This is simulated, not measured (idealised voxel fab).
process module | voxel ribs on slabs
cross-section cut | 240 nm wide | cells 5 nm
A cross-section is a grid of square cells, given in bands from the top down. A band is one or more rows of cells.
Each band's line starts with the height of the band's top and of its bottom, in nm. Then come its materials from left to right, each with its width in nm. One material with "throughout" fills the band from edge to edge. "air" is empty space.
Height 0 is the level under which the wafer as received is all one material. The lowest band goes on downwards, as in "0 down".
A width such as "30 to 40" changes by the same amount from each row of cells to the next, from the band's top row to its bottom row.
"no change" after a step means that no cell of the cross-section changed.
closed voids: empty space of 8 cells or more with no open way to the top, each as width x height at its distance from the left edge, in nm
after a step's settings: what the simulator itself notes on the step
overlay nm, on a step with a mask: how far to the right of its planned place the mask lay; to the left if negative
plan
1 op RECEIVE | material Si
2 op DIRECTIONAL_DEP | material SiO2 | thk nm 30
3 op DIRECTIONAL_DEP | material SiN | thk nm 20
4 op MASKED_ETCH | tone cover | mask id RIB | width nm 30 | etch materials SiN | depth nm 10 | overlay nm 0
5 op PATTERN | tone cover | mask id SLAB | material resist | width nm 70 | thk nm 15 | overlay nm 0
6 op DIRECTIONAL_ETCH | etch materials SiN | depth nm 10
7 op STRIP | etch materials resist
8 op FILL_DEP | material SiO2 | thk nm 25
9 op CMP | height nm 65
10 op DIRECTIONAL_DEP | material TiN | thk nm 5
11 op MASKED_ETCH | tone cover | mask id HEATER | width nm 40 | etch materials TiN | depth nm 5 | overlay nm 0
12 op CONFORMAL_DEP | material SiN | thk nm 10
as received, after step 1
  0 down: Si throughout
  closed voids: none
a wafer at the end: this start, this plan, one mistake
  80 to 75: air 90 | SiN 60 | air 90
  75 to 70: SiN throughout
  70 to 65: SiN 100 | TiN 40 | SiN 100
  65 to 50: SiO2 throughout
  50 to 40: SiO2 110 | SiN 30 | SiO2 100
  40 to 30: SiO2 85 | SiN 70 | SiO2 85
  30 to 0: SiO2 throughout
  0 down: Si throughout
  closed voids: none
what went wrong: step 4 ran as: op MASKED_ETCH | tone cover | mask id RIB | width nm 30 | etch materials SiN | depth nm 10 | overlay nm 5
